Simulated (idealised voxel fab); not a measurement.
Herein follows the process module entitled voxel transistor to metal.
Displayed cross-section: cut, width of 260 nm, square cells sized 5 nm.
If you're reading a cross-section in this doc, picture square cells in a grid; it comes to you as bands, top ones listed first down to the bottom, and a band can be one or more rows of cells. Heads up on the band format: heights come first, top then bottom, in nm. After that it's the materials left to right, each with its width in nm. A single material flagged "throughout" fills the whole band edge to edge, and "empty" means there's empty space there. Basically, 0 is our baseline, since under it the wafer straight out of the box is all one material. The bottom band has no lower end and keeps on going down, so it looks like "0 and below". The two numbers in a width such as "30..40" mark its ends across the band: the first belongs to the top row of cells, the second to the bottom row, and from each row to the next the width moves by the same amount. It should be understood that the words "nothing different", when stated for a given step, signify that the cross-section underwent no change in any of its cells during that step. Reported under the label "Tabulated closed voids" are the empty spaces having no open way to the top and comprising 8 cells or more; the notation for each is width x height at distance, in which the distance is measured from the left edge and all three values are in nm. That trailing text on a step's line, after the settings, is the simulator's own remark on the step. overlay nm: right-of-plan distance of the mask on a masked step; negative values mean left-of-plan. Note on reading: below, each pair holds a cross-section from before one process step and one from after it; the one from after shows only down to the lowest band that changed. Beneath the pair, the step in between is stated along with its settings. The pairs can stem from different runs of this module on the same starting wafer. Where a pair's entry headed "Pre-process state" says so, and only there, that pair continues from the pair above it.

# Pre-process state
45 down to 35  SiO2: 20, then empty: 20, then SiO2: 55, then empty: 20, then SiO2: 30, then empty: 20, then SiO2: 55, then empty: 20, then SiO2: 20
35 down to 25  SiO2: 20, then empty: 20, then SiO2: 10, then SiN: 5, then SiCN: 15, then SiN: 5, then SiO2: 20, then empty: 20, then SiO2: 30, then empty: 20, then SiO2: 10, then SiN: 5, then SiCN: 15, then SiN: 5, then SiO2: 20, then empty: 20, then SiO2: 20
25 down to 10  SiO2: 20, then empty: 20, then SiO2: 10, then SiN: 5, then polySi: 20, then SiN: 5, then SiO2: 15, then empty: 20, then SiO2: 30, then empty: 20, then SiO2: 10, then SiN: 5, then polySi: 20, then SiN: 5, then SiO2: 15, then empty: 20, then SiO2: 20
10 down to 0  SiO2: 10, then SiN: 5, then SiO2: 5, then empty: 20, then SiO2: 10, then SiN: 5, then polySi: 20, then SiN: 5, then SiO2: 15, then empty: 20, then SiO2: 5, then SiN: 5, then SiO2: 10, then SiN: 5, then SiO2: 5, then empty: 20, then SiO2: 10, then SiN: 5, then polySi: 20, then SiN: 5, then SiO2: 15, then empty: 20, then SiO2: 5, then SiN: 5, then SiO2: 10
0 down to -5  SiO2: 15, then nSi: 35, then SiO2: 30, then nSi: 40, then SiO2: 20, then nSi: 35, then SiO2: 30, then nSi: 40, then SiO2: 15
-5 down to -30  SiO2: 15, then Si: 105, then SiO2: 20, then Si: 105, then SiO2: 15
-30 and below  Si throughout
Tabulated closed voids: none

# Post-Step Cross-Section
50 down to 45  TiN: 25, then empty: 10, then TiN: 65, then empty: 10, then TiN: 40, then empty: 10, then TiN: 65, then empty: 10, then TiN: 25
45 down to 35  SiO2: 20, then TiN: 5, then empty: 10, then TiN: 5, then SiO2: 55, then TiN: 5, then empty: 10, then TiN: 5, then SiO2: 30, then TiN: 5, then empty: 10, then TiN: 5, then SiO2: 55, then TiN: 5, then empty: 10, then TiN: 5, then SiO2: 20
35 down to 25  SiO2: 20, then TiN: 5, then empty: 10, then TiN: 5, then SiO2: 10, then SiN: 5, then SiCN: 15, then SiN: 5, then SiO2: 20, then TiN: 5, then empty: 10, then TiN: 5, then SiO2: 30, then TiN: 5, then empty: 10, then TiN: 5, then SiO2: 10, then SiN: 5, then SiCN: 15, then SiN: 5, then SiO2: 20, then TiN: 5, then empty: 10, then TiN: 5, then SiO2: 20
25 down to 10  SiO2: 20, then TiN: 5, then empty: 10, then TiN: 5, then SiO2: 10, then SiN: 5, then polySi: 20, then SiN: 5, then SiO2: 15, then TiN: 5, then empty: 10, then TiN: 5, then SiO2: 30, then TiN: 5, then empty: 10, then TiN: 5, then SiO2: 10, then SiN: 5, then polySi: 20, then SiN: 5, then SiO2: 15, then TiN: 5, then empty: 10, then TiN: 5, then SiO2: 20
10 down to 5  SiO2: 10, then SiN: 5, then SiO2: 5, then TiN: 5, then empty: 10, then TiN: 5, then SiO2: 10, then SiN: 5, then polySi: 20, then SiN: 5, then SiO2: 15, then TiN: 5, then empty: 10, then TiN: 5, then SiO2: 5, then SiN: 5, then SiO2: 10, then SiN: 5, then SiO2: 5, then TiN: 5, then empty: 10, then TiN: 5, then SiO2: 10, then SiN: 5, then polySi: 20, then SiN: 5, then SiO2: 15, then TiN: 5, then empty: 10, then TiN: 5, then SiO2: 5, then SiN: 5, then SiO2: 10
5 down to 0  SiO2: 10, then SiN: 5, then SiO2: 5, then TiN: 20, then SiO2: 10, then SiN: 5, then polySi: 20, then SiN: 5, then SiO2: 15, then TiN: 20, then SiO2: 5, then SiN: 5, then SiO2: 10, then SiN: 5, then SiO2: 5, then TiN: 20, then SiO2: 10, then SiN: 5, then polySi: 20, then SiN: 5, then SiO2: 15, then TiN: 20, then SiO2: 5, then SiN: 5, then SiO2: 10
No changes below 0.
Tabulated closed voids: none
Link between the two cross-sections above: CONFORMAL_DEP, material TiN, thk nm 5

Pre-process state: For the state before this step, see the after cross-section of the pair located directly above.

# Post-Step Cross-Section
60 down to 50  W throughout
50 down to 45  TiN: 25, then W: 10, then TiN: 65, then W: 10, then TiN: 40, then W: 10, then TiN: 65, then W: 10, then TiN: 25
45 down to 35  SiO2: 20, then TiN: 5, then W: 10, then TiN: 5, then SiO2: 55, then TiN: 5, then W: 10, then TiN: 5, then SiO2: 30, then TiN: 5, then W: 10, then TiN: 5, then SiO2: 55, then TiN: 5, then W: 10, then TiN: 5, then SiO2: 20
35 down to 25  SiO2: 20, then TiN: 5, then W: 10, then TiN: 5, then SiO2: 10, then SiN: 5, then SiCN: 15, then SiN: 5, then SiO2: 20, then TiN: 5, then W: 10, then TiN: 5, then SiO2: 30, then TiN: 5, then W: 10, then TiN: 5, then SiO2: 10, then SiN: 5, then SiCN: 15, then SiN: 5, then SiO2: 20, then TiN: 5, then W: 10, then TiN: 5, then SiO2: 20
25 down to 10  SiO2: 20, then TiN: 5, then W: 10, then TiN: 5, then SiO2: 10, then SiN: 5, then polySi: 20, then SiN: 5, then SiO2: 15, then TiN: 5, then W: 10, then TiN: 5, then SiO2: 30, then TiN: 5, then W: 10, then TiN: 5, then SiO2: 10, then SiN: 5, then polySi: 20, then SiN: 5, then SiO2: 15, then TiN: 5, then W: 10, then TiN: 5, then SiO2: 20
10 down to 5  SiO2: 10, then SiN: 5, then SiO2: 5, then TiN: 5, then W: 10, then TiN: 5, then SiO2: 10, then SiN: 5, then polySi: 20, then SiN: 5, then SiO2: 15, then TiN: 5, then W: 10, then TiN: 5, then SiO2: 5, then SiN: 5, then SiO2: 10, then SiN: 5, then SiO2: 5, then TiN: 5, then W: 10, then TiN: 5, then SiO2: 10, then SiN: 5, then polySi: 20, then SiN: 5, then SiO2: 15, then TiN: 5, then W: 10, then TiN: 5, then SiO2: 5, then SiN: 5, then SiO2: 10
No changes below 5.
Tabulated closed voids: none
Link between the two cross-sections above: FILL_DEP, material W, thk nm 10

Pre-process state: For the state before this step, see the after cross-section of the pair located directly above.

# Post-Step Cross-Section
45 down to 35  SiO2: 20, then TiN: 5, then W: 10, then TiN: 5, then SiO2: 55, then TiN: 5, then W: 10, then TiN: 5, then SiO2: 30, then TiN: 5, then W: 10, then TiN: 5, then SiO2: 55, then TiN: 5, then W: 10, then TiN: 5, then SiO2: 20
No changes below 35.
Tabulated closed voids: none
Link between the two cross-sections above: CMP, height nm 45

Pre-process state: For the state before this step, see the after cross-section of the pair located directly above.

# Post-Step Cross-Section
50 down to 45  TiN throughout
No changes below 45.
Tabulated closed voids: none
Link between the two cross-sections above: DIRECTIONAL_DEP, material TiN, thk nm 5

Pre-process state: For the state before this step, see the after cross-section of the pair located directly above.

# Post-Step Cross-Section
70 down to 50  W throughout
No changes below 50.
Tabulated closed voids: none
Link between the two cross-sections above: DIRECTIONAL_DEP, material W, thk nm 20

Pre-process state: For the state before this step, see the after cross-section of the pair located directly above.

# Post-Step Cross-Section
70 down to 50  empty: 20, then W: 20, then empty: 55, then W: 20, then empty: 30, then W: 20, then empty: 55, then W: 20, then empty: 20
No changes below 50.
Tabulated closed voids: none
Link between the two cross-sections above: MASKED_ETCH, tone cover, mask id METAL_1, width nm 20, etch materials W, depth nm 20, overlay nm 0

Pre-process state: For the state before this step, see the after cross-section of the pair located directly above.

# Post-Step Cross-Section
70 down to 50  empty: 20, then W: 20, then empty: 55, then W: 20, then empty: 30, then W: 20, then empty: 55, then W: 20, then empty: 20
50 down to 45  empty: 20, then TiN: 20, then empty: 55, then TiN: 20, then empty: 30, then TiN: 20, then empty: 55, then TiN: 20, then empty: 20
No changes below 45.
Tabulated closed voids: none
Link between the two cross-sections above: MASKED_ETCH, tone cover, mask id METAL_1, width nm 20, etch materials TiN, depth nm 5, overlay nm 0

Pre-process state: For the state before this step, see the after cross-section of the pair located directly above.

# Post-Step Cross-Section
75 down to 70  lowk throughout
70 down to 50  lowk: 20, then W: 20, then lowk: 55, then W: 20, then lowk: 30, then W: 20, then lowk: 55, then W: 20, then lowk: 20
50 down to 45  lowk: 20, then TiN: 20, then lowk: 55, then TiN: 20, then lowk: 30, then TiN: 20, then lowk: 55, then TiN: 20, then lowk: 20
No changes below 45.
Tabulated closed voids: none
Link between the two cross-sections above: FILL_DEP, material lowk, thk nm 5

Pre-process state: For the state before this step, see the after cross-section of the pair located directly above.

# Post-Step Cross-Section
70 down to 50  lowk: 20, then W: 20, then lowk: 55, then W: 20, then lowk: 30, then W: 20, then lowk: 55, then W: 20, then lowk: 20
No changes below 50.
Tabulated closed voids: none
Link between the two cross-sections above: CMP, height nm 70

Pre-process state: For the state before this step, see the after cross-section of the pair located directly above.

# Post-Step Cross-Section
75 down to 70  SiCN throughout
No changes below 70.
Tabulated closed voids: none
Link between the two cross-sections above: CONFORMAL_DEP, material SiCN, thk nm 5

Pre-process state: For the state before this step, see the after cross-section of the pair located directly above.

# Post-Step Cross-Section
100 down to 75  SiO2 throughout
No changes below 75.
Tabulated closed voids: none
Link between the two cross-sections above: DIRECTIONAL_DEP, material SiO2, thk nm 25

Pre-process state: For the state before this step, see the after cross-section of the pair located directly above.

# Post-Step Cross-Section
115 down to 100  resist: 20, then empty: 20, then resist: 105, then empty: 20, then resist: 95
No changes below 100.
Tabulated closed voids: none
Link between the two cross-sections above: PATTERN, tone open, mask id METAL_2, material resist, width nm 20, pitch nm 125, thk nm 15, overlay nm 0

Pre-process state: For the state before this step, see the after cross-section of the pair located directly above.

# Post-Step Cross-Section
115 down to 100  resist: 20, then empty: 20, then resist: 105, then empty: 20, then resist: 95
100 down to 85  SiO2: 20, then empty: 20, then SiO2: 105, then empty: 20, then SiO2: 95
No changes below 85.
Tabulated closed voids: none
Link between the two cross-sections above: DIRECTIONAL_ETCH, etch materials SiO2, depth nm 15

Pre-process state: For the state before this step, see the after cross-section of the pair located directly above.

# Post-Step Cross-Section
100 down to 85  SiO2: 20, then empty: 20, then SiO2: 105, then empty: 20, then SiO2: 95
No changes below 85.
Tabulated closed voids: none
Link between the two cross-sections above: STRIP, etch materials resist

Pre-process state: For the state before this step, see the after cross-section of the pair located directly above.

# Post-Step Cross-Section
120 down to 100  resist: 20, then empty: 15, then resist: 110, then empty: 15, then resist: 100
100 down to 85  SiO2: 20, then empty: 15, then resist: 5, then SiO2: 105, then empty: 15, then resist: 5, then SiO2: 95
No changes below 85.
Tabulated closed voids: none
Link between the two cross-sections above: PATTERN, tone open, mask id METAL_2_HOLES, material resist, width nm 15, pitch nm 125, thk nm 20, overlay nm 0

Pre-process state: For the state before this step, see the after cross-section of the pair located directly above.

# Post-Step Cross-Section
120 down to 100  resist: 20, then empty: 15, then resist: 110, then empty: 15, then resist: 100
100 down to 85  SiO2: 20, then empty: 15, then resist: 5, then SiO2: 105, then empty: 15, then resist: 5, then SiO2: 95
85 down to 75  SiO2: 20, then empty: 15, then SiO2: 110, then empty: 15, then SiO2: 100
No changes below 75.
Tabulated closed voids: none
Link between the two cross-sections above: DIRECTIONAL_ETCH, etch materials SiO2, depth nm 10

Pre-process state: For the state before this step, see the after cross-section of the pair located directly above.

# Post-Step Cross-Section
120 down to 100  resist: 20, then empty: 15, then resist: 110, then empty: 15, then resist: 100
100 down to 85  SiO2: 20, then empty: 15, then resist: 5, then SiO2: 105, then empty: 15, then resist: 5, then SiO2: 95
85 down to 75  SiO2: 20, then empty: 15, then SiO2: 110, then empty: 15, then SiO2: 100
75 down to 70  SiCN: 20, then empty: 15, then SiCN: 110, then empty: 15, then SiCN: 100
No changes below 70.
Tabulated closed voids: none
Link between the two cross-sections above: DIRECTIONAL_ETCH, etch materials SiCN, depth nm 5

Pre-process state: For the state before this step, see the after cross-section of the pair located directly above.

# Post-Step Cross-Section
100 down to 85  SiO2: 20, then empty: 20, then SiO2: 105, then empty: 20, then SiO2: 95
No changes below 85.
Tabulated closed voids: none
Link between the two cross-sections above: STRIP, etch materials resist

Pre-process state: For the state before this step, see the after cross-section of the pair located directly above.

# Post-Step Cross-Section
105 down to 100  TiN: 25, then empty: 10, then TiN: 115, then empty: 10, then TiN: 100
100 down to 90  SiO2: 20, then TiN: 5, then empty: 10, then TiN: 5, then SiO2: 105, then TiN: 5, then empty: 10, then TiN: 5, then SiO2: 95
90 down to 85  SiO2: 20, then TiN: 5, then empty: 5, then TiN: 10, then SiO2: 105, then TiN: 5, then empty: 5, then TiN: 10, then SiO2: 95
85 down to 75  SiO2: 20, then TiN: 5, then empty: 5, then TiN: 5, then SiO2: 110, then TiN: 5, then empty: 5, then TiN: 5, then SiO2: 100
75 down to 70  SiCN: 20, then TiN: 15, then SiCN: 110, then TiN: 15, then SiCN: 100
No changes below 70.
Tabulated closed voids: none
Link between the two cross-sections above: CONFORMAL_DEP, material TiN, thk nm 5

Pre-process state: For the state before this step, see the after cross-section of the pair located directly above.

# Post-Step Cross-Section
115 down to 105  Ru throughout
105 down to 100  TiN: 25, then Ru: 10, then TiN: 115, then Ru: 10, then TiN: 100
100 down to 90  SiO2: 20, then TiN: 5, then Ru: 10, then TiN: 5, then SiO2: 105, then TiN: 5, then Ru: 10, then TiN: 5, then SiO2: 95
90 down to 85  SiO2: 20, then TiN: 5, then Ru: 5, then TiN: 10, then SiO2: 105, then TiN: 5, then Ru: 5, then TiN: 10, then SiO2: 95
85 down to 75  SiO2: 20, then TiN: 5, then Ru: 5, then TiN: 5, then SiO2: 110, then TiN: 5, then Ru: 5, then TiN: 5, then SiO2: 100
No changes below 75.
Tabulated closed voids: none
Link between the two cross-sections above: FILL_DEP, material Ru, thk nm 10

Pre-process state: For the state before this step, see the after cross-section of the pair located directly above.

# Post-Step Cross-Section
100 down to 90  SiO2: 20, then TiN: 5, then Ru: 10, then TiN: 5, then SiO2: 105, then TiN: 5, then Ru: 10, then TiN: 5, then SiO2: 95
No changes below 90.
Tabulated closed voids: none
Link between the two cross-sections above: CMP, height nm 100

Pre-process state: For the state before this step, see the after cross-section of the pair located directly above.

# Post-Step Cross-Section
105 down to 100  SiN throughout
No changes below 100.
Tabulated closed voids: none
Link between the two cross-sections above: CONFORMAL_DEP, material SiN, thk nm 5

# Pre-process state
70 down to 50  empty: 20, then W: 20, then empty: 55, then W: 20, then empty: 30, then W: 20, then empty: 55, then W: 20, then empty: 20
50 down to 45  empty: 20, then TiN: 20, then empty: 55, then TiN: 20, then empty: 30, then TiN: 20, then empty: 55, then TiN: 20, then empty: 20
45 down to 35  SiO2: 20, then TiN: 5, then W: 10, then TiN: 5, then SiO2: 55, then TiN: 5, then W: 10, then TiN: 5, then SiO2: 30, then TiN: 5, then W: 10, then TiN: 5, then SiO2: 55, then TiN: 5, then W: 10, then TiN: 5, then SiO2: 20
35 down to 25  SiO2: 20, then TiN: 5, then W: 10, then TiN: 5, then SiO2: 15, then SiN: 5, then SiCN: 15, then SiN: 5, then SiO2: 15, then TiN: 5, then W: 10, then TiN: 5, then SiO2: 30, then TiN: 5, then W: 10, then TiN: 5, then SiO2: 15, then SiN: 5, then SiCN: 15, then SiN: 5, then SiO2: 15, then TiN: 5, then W: 10, then TiN: 5, then SiO2: 20
25 down to 10  SiO2: 20, then TiN: 5, then W: 10, then TiN: 5, then SiO2: 15, then SiN: 5, then polySi: 15, then SiN: 5, then SiO2: 15, then TiN: 5, then W: 10, then TiN: 5, then SiO2: 30, then TiN: 5, then W: 10, then TiN: 5, then SiO2: 15, then SiN: 5, then polySi: 15, then SiN: 5, then SiO2: 15, then TiN: 5, then W: 10, then TiN: 5, then SiO2: 20
10 down to 5  SiO2: 10, then SiN: 5, then SiO2: 5, then TiN: 5, then W: 10, then TiN: 5, then SiO2: 15, then SiN: 5, then polySi: 15, then SiN: 5, then SiO2: 15, then TiN: 5, then W: 10, then TiN: 5, then SiO2: 5, then SiN: 5, then SiO2: 10, then SiN: 5, then SiO2: 5, then TiN: 5, then W: 10, then TiN: 5, then SiO2: 15, then SiN: 5, then polySi: 15, then SiN: 5, then SiO2: 15, then TiN: 5, then W: 10, then TiN: 5, then SiO2: 5, then SiN: 5, then SiO2: 10
5 down to 0  SiO2: 10, then SiN: 5, then SiO2: 5, then TiN: 20, then SiO2: 15, then SiN: 5, then polySi: 15, then SiN: 5, then SiO2: 15, then TiN: 20, then SiO2: 5, then SiN: 5, then SiO2: 10, then SiN: 5, then SiO2: 5, then TiN: 20, then SiO2: 15, then SiN: 5, then polySi: 15, then SiN: 5, then SiO2: 15, then TiN: 20, then SiO2: 5, then SiN: 5, then SiO2: 10
0 down to -5  SiO2: 15, then nSi: 40, then SiO2: 25, then nSi: 40, then SiO2: 20, then nSi: 40, then SiO2: 25, then nSi: 40, then SiO2: 15
-5 down to -30  SiO2: 15, then Si: 105, then SiO2: 20, then Si: 105, then SiO2: 15
-30 and below  Si throughout
Tabulated closed voids: none

# Post-Step Cross-Section
75 down to 70  aC throughout
70 down to 50  aC: 20, then W: 20, then aC: 55, then W: 20, then aC: 30, then W: 20, then aC: 55, then W: 20, then aC: 20
50 down to 45  aC: 20, then TiN: 20, then aC: 55, then TiN: 20, then aC: 30, then TiN: 20, then aC: 55, then TiN: 20, then aC: 20
No changes below 45.
Tabulated closed voids: none
Link between the two cross-sections above: FILL_DEP, material aC, thk nm 5

Pre-process state: For the state before this step, see the after cross-section of the pair located directly above.

# Post-Step Cross-Section
70 down to 50  aC: 20, then W: 20, then aC: 55, then W: 20, then aC: 30, then W: 20, then aC: 55, then W: 20, then aC: 20
No changes below 50.
Tabulated closed voids: none
Link between the two cross-sections above: CMP, height nm 70

Pre-process state: For the state before this step, see the after cross-section of the pair located directly above.

# Post-Step Cross-Section
75 down to 70  SiCN throughout
No changes below 70.
Tabulated closed voids: none
Link between the two cross-sections above: CONFORMAL_DEP, material SiCN, thk nm 5

Pre-process state: For the state before this step, see the after cross-section of the pair located directly above.

# Post-Step Cross-Section
100 down to 75  SiO2 throughout
No changes below 75.
Tabulated closed voids: none
Link between the two cross-sections above: DIRECTIONAL_DEP, material SiO2, thk nm 25

Pre-process state: For the state before this step, see the after cross-section of the pair located directly above.

# Post-Step Cross-Section
115 down to 100  resist: 20, then empty: 20, then resist: 105, then empty: 20, then resist: 95
No changes below 100.
Tabulated closed voids: none
Link between the two cross-sections above: PATTERN, tone open, mask id METAL_2, material resist, width nm 20, pitch nm 125, thk nm 15, overlay nm 0

Pre-process state: For the state before this step, see the after cross-section of the pair located directly above.

# Post-Step Cross-Section
115 down to 100  resist: 20, then empty: 20, then resist: 105, then empty: 20, then resist: 95
100 down to 85  SiO2: 20, then empty: 20, then SiO2: 105, then empty: 20, then SiO2: 95
No changes below 85.
Tabulated closed voids: none
Link between the two cross-sections above: DIRECTIONAL_ETCH, etch materials SiO2, depth nm 15

Pre-process state: For the state before this step, see the after cross-section of the pair located directly above.

# Post-Step Cross-Section
100 down to 85  SiO2: 20, then empty: 20, then SiO2: 105, then empty: 20, then SiO2: 95
No changes below 85.
Tabulated closed voids: none
Link between the two cross-sections above: STRIP, etch materials resist

Pre-process state: For the state before this step, see the after cross-section of the pair located directly above.

# Post-Step Cross-Section
120 down to 100  resist: 20, then empty: 15, then resist: 110, then empty: 15, then resist: 100
100 down to 85  SiO2: 20, then empty: 15, then resist: 5, then SiO2: 105, then empty: 15, then resist: 5, then SiO2: 95
No changes below 85.
Tabulated closed voids: none
Link between the two cross-sections above: PATTERN, tone open, mask id METAL_2_HOLES, material resist, width nm 15, pitch nm 125, thk nm 20, overlay nm 0

Pre-process state: For the state before this step, see the after cross-section of the pair located directly above.

# Post-Step Cross-Section
120 down to 100  resist: 20, then empty: 15, then resist: 110, then empty: 15, then resist: 100
100 down to 85  SiO2: 20, then empty: 15, then resist: 5, then SiO2: 105, then empty: 15, then resist: 5, then SiO2: 95
85 down to 75  SiO2: 20, then empty: 15, then SiO2: 110, then empty: 15, then SiO2: 100
No changes below 75.
Tabulated closed voids: none
Link between the two cross-sections above: DIRECTIONAL_ETCH, etch materials SiO2, depth nm 10

Pre-process state: For the state before this step, see the after cross-section of the pair located directly above.

# Post-Step Cross-Section
120 down to 100  resist: 20, then empty: 15, then resist: 110, then empty: 15, then resist: 100
100 down to 85  SiO2: 20, then empty: 15, then resist: 5, then SiO2: 105, then empty: 15, then resist: 5, then SiO2: 95
85 down to 75  SiO2: 20, then empty: 15, then SiO2: 110, then empty: 15, then SiO2: 100
75 down to 70  SiCN: 20, then empty: 15, then SiCN: 110, then empty: 15, then SiCN: 100
No changes below 70.
Tabulated closed voids: none
Link between the two cross-sections above: DIRECTIONAL_ETCH, etch materials SiCN, depth nm 5

Pre-process state: For the state before this step, see the after cross-section of the pair located directly above.

# Post-Step Cross-Section
100 down to 85  SiO2: 20, then empty: 20, then SiO2: 105, then empty: 20, then SiO2: 95
No changes below 85.
Tabulated closed voids: none
Link between the two cross-sections above: STRIP, etch materials resist

Pre-process state: For the state before this step, see the after cross-section of the pair located directly above.

# Post-Step Cross-Section
105 down to 100  TiN: 25, then empty: 10, then TiN: 115, then empty: 10, then TiN: 100
100 down to 90  SiO2: 20, then TiN: 5, then empty: 10, then TiN: 5, then SiO2: 105, then TiN: 5, then empty: 10, then TiN: 5, then SiO2: 95
90 down to 85  SiO2: 20, then TiN: 5, then empty: 5, then TiN: 10, then SiO2: 105, then TiN: 5, then empty: 5, then TiN: 10, then SiO2: 95
85 down to 75  SiO2: 20, then TiN: 5, then empty: 5, then TiN: 5, then SiO2: 110, then TiN: 5, then empty: 5, then TiN: 5, then SiO2: 100
75 down to 70  SiCN: 20, then TiN: 15, then SiCN: 110, then TiN: 15, then SiCN: 100
No changes below 70.
Tabulated closed voids: none
Link between the two cross-sections above: CONFORMAL_DEP, material TiN, thk nm 5

Pre-process state: For the state before this step, see the after cross-section of the pair located directly above.

# Post-Step Cross-Section
115 down to 105  Ru throughout
105 down to 100  TiN: 25, then Ru: 10, then TiN: 115, then Ru: 10, then TiN: 100
100 down to 90  SiO2: 20, then TiN: 5, then Ru: 10, then TiN: 5, then SiO2: 105, then TiN: 5, then Ru: 10, then TiN: 5, then SiO2: 95
90 down to 85  SiO2: 20, then TiN: 5, then Ru: 5, then TiN: 10, then SiO2: 105, then TiN: 5, then Ru: 5, then TiN: 10, then SiO2: 95
85 down to 75  SiO2: 20, then TiN: 5, then Ru: 5, then TiN: 5, then SiO2: 110, then TiN: 5, then Ru: 5, then TiN: 5, then SiO2: 100
No changes below 75.
Tabulated closed voids: none
Link between the two cross-sections above: FILL_DEP, material Ru, thk nm 10

Pre-process state: For the state before this step, see the after cross-section of the pair located directly above.

# Post-Step Cross-Section
100 down to 90  SiO2: 20, then TiN: 5, then Ru: 10, then TiN: 5, then SiO2: 105, then TiN: 5, then Ru: 10, then TiN: 5, then SiO2: 95
No changes below 90.
Tabulated closed voids: none
Link between the two cross-sections above: CMP, height nm 100

Pre-process state: For the state before this step, see the after cross-section of the pair located directly above.

# Post-Step Cross-Section
105 down to 100  SiN throughout
No changes below 100.
Tabulated closed voids: none
Link between the two cross-sections above: CONFORMAL_DEP, material SiN, thk nm 5

# Pre-process state
70 down to 50  W throughout
50 down to 45  TiN throughout
45 down to 35  SiO2: 20, then TiN: 5, then W: 10, then TiN: 5, then SiO2: 55, then TiN: 5, then W: 10, then TiN: 5, then SiO2: 30, then TiN: 5, then W: 10, then TiN: 5, then SiO2: 55, then TiN: 5, then W: 10, then TiN: 5, then SiO2: 20
35 down to 25  SiO2: 20, then TiN: 5, then W: 10, then TiN: 5, then SiO2: 15, then SiN: 5, then SiCN: 15, then SiN: 5, then SiO2: 15, then TiN: 5, then W: 10, then TiN: 5, then SiO2: 30, then TiN: 5, then W: 10, then TiN: 5, then SiO2: 15, then SiN: 5, then SiCN: 15, then SiN: 5, then SiO2: 15, then TiN: 5, then W: 10, then TiN: 5, then SiO2: 20
25 down to 10  SiO2: 20, then TiN: 5, then W: 10, then TiN: 5, then SiO2: 15, then SiN: 5, then polySi: 15, then SiN: 5, then SiO2: 15, then TiN: 5, then W: 10, then TiN: 5, then SiO2: 30, then TiN: 5, then W: 10, then TiN: 5, then SiO2: 15, then SiN: 5, then polySi: 15, then SiN: 5, then SiO2: 15, then TiN: 5, then W: 10, then TiN: 5, then SiO2: 20
10 down to 5  SiO2: 10, then SiN: 5, then SiO2: 5, then TiN: 5, then W: 10, then TiN: 5, then SiO2: 15, then SiN: 5, then polySi: 15, then SiN: 5, then SiO2: 15, then TiN: 5, then W: 10, then TiN: 5, then SiO2: 5, then SiN: 5, then SiO2: 10, then SiN: 5, then SiO2: 5, then TiN: 5, then W: 10, then TiN: 5, then SiO2: 15, then SiN: 5, then polySi: 15, then SiN: 5, then SiO2: 15, then TiN: 5, then W: 10, then TiN: 5, then SiO2: 5, then SiN: 5, then SiO2: 10
5 down to 0  SiO2: 10, then SiN: 5, then SiO2: 5, then TiN: 20, then SiO2: 15, then SiN: 5, then polySi: 15, then SiN: 5, then SiO2: 15, then TiN: 20, then SiO2: 5, then SiN: 5, then SiO2: 10, then SiN: 5, then SiO2: 5, then TiN: 20, then SiO2: 15, then SiN: 5, then polySi: 15, then SiN: 5, then SiO2: 15, then TiN: 20, then SiO2: 5, then SiN: 5, then SiO2: 10
0 down to -5  SiO2: 15, then nSi: 40, then SiO2: 25, then nSi: 40, then SiO2: 20, then nSi: 40, then SiO2: 25, then nSi: 40, then SiO2: 15
-5 down to -30  SiO2: 15, then Si: 105, then SiO2: 20, then Si: 105, then SiO2: 15
-30 and below  Si throughout
Tabulated closed voids: none

# Post-Step Cross-Section
70 down to 50  W: 20, then empty: 20, then W: 55, then empty: 20, then W: 30, then empty: 20, then W: 55, then empty: 20, then W: 20
No changes below 50.
Tabulated closed voids: none
Link between the two cross-sections above: MASKED_ETCH, tone open, mask id METAL_1, width nm 20, etch materials W, depth nm 20, overlay nm 0

Pre-process state: For the state before this step, see the after cross-section of the pair located directly above.

# Post-Step Cross-Section
75 down to 70  lowk throughout
70 down to 50  W: 20, then lowk: 20, then W: 55, then lowk: 20, then W: 30, then lowk: 20, then W: 55, then lowk: 20, then W: 20
No changes below 50.
Tabulated closed voids: none
Link between the two cross-sections above: FILL_DEP, material lowk, thk nm 5

Pre-process state: For the state before this step, see the after cross-section of the pair located directly above.

# Post-Step Cross-Section
70 down to 50  W: 20, then lowk: 20, then W: 55, then lowk: 20, then W: 30, then lowk: 20, then W: 55, then lowk: 20, then W: 20
No changes below 50.
Tabulated closed voids: none
Link between the two cross-sections above: CMP, height nm 70

Pre-process state: For the state before this step, see the after cross-section of the pair located directly above.

# Post-Step Cross-Section
75 down to 70  SiCN throughout
No changes below 70.
Tabulated closed voids: none
Link between the two cross-sections above: CONFORMAL_DEP, material SiCN, thk nm 5

Pre-process state: For the state before this step, see the after cross-section of the pair located directly above.

# Post-Step Cross-Section
100 down to 75  SiO2 throughout
No changes below 75.
Tabulated closed voids: none
Link between the two cross-sections above: DIRECTIONAL_DEP, material SiO2, thk nm 25

Pre-process state: For the state before this step, see the after cross-section of the pair located directly above.

# Post-Step Cross-Section
115 down to 100  resist: 20, then empty: 20, then resist: 105, then empty: 20, then resist: 95
No changes below 100.
Tabulated closed voids: none
Link between the two cross-sections above: PATTERN, tone open, mask id METAL_2, material resist, width nm 20, pitch nm 125, thk nm 15, overlay nm 0

Pre-process state: For the state before this step, see the after cross-section of the pair located directly above.

# Post-Step Cross-Section
115 down to 100  resist: 20, then empty: 20, then resist: 105, then empty: 20, then resist: 95
100 down to 85  SiO2: 20, then empty: 20, then SiO2: 105, then empty: 20, then SiO2: 95
No changes below 85.
Tabulated closed voids: none
Link between the two cross-sections above: DIRECTIONAL_ETCH, etch materials SiO2, depth nm 15

Pre-process state: For the state before this step, see the after cross-section of the pair located directly above.

# Post-Step Cross-Section
100 down to 85  SiO2: 20, then empty: 20, then SiO2: 105, then empty: 20, then SiO2: 95
No changes below 85.
Tabulated closed voids: none
Link between the two cross-sections above: STRIP, etch materials resist

Pre-process state: For the state before this step, see the after cross-section of the pair located directly above.

# Post-Step Cross-Section
120 down to 100  resist: 20, then empty: 15, then resist: 110, then empty: 15, then resist: 100
100 down to 85  SiO2: 20, then empty: 15, then resist: 5, then SiO2: 105, then empty: 15, then resist: 5, then SiO2: 95
No changes below 85.
Tabulated closed voids: none
Link between the two cross-sections above: PATTERN, tone open, mask id METAL_2_HOLES, material resist, width nm 15, pitch nm 125, thk nm 20, overlay nm 0

Pre-process state: For the state before this step, see the after cross-section of the pair located directly above.

# Post-Step Cross-Section
120 down to 100  resist: 20, then empty: 15, then resist: 110, then empty: 15, then resist: 100
100 down to 85  SiO2: 20, then empty: 15, then resist: 5, then SiO2: 105, then empty: 15, then resist: 5, then SiO2: 95
85 down to 75  SiO2: 20, then empty: 15, then SiO2: 110, then empty: 15, then SiO2: 100
No changes below 75.
Tabulated closed voids: none
Link between the two cross-sections above: DIRECTIONAL_ETCH, etch materials SiO2, depth nm 10
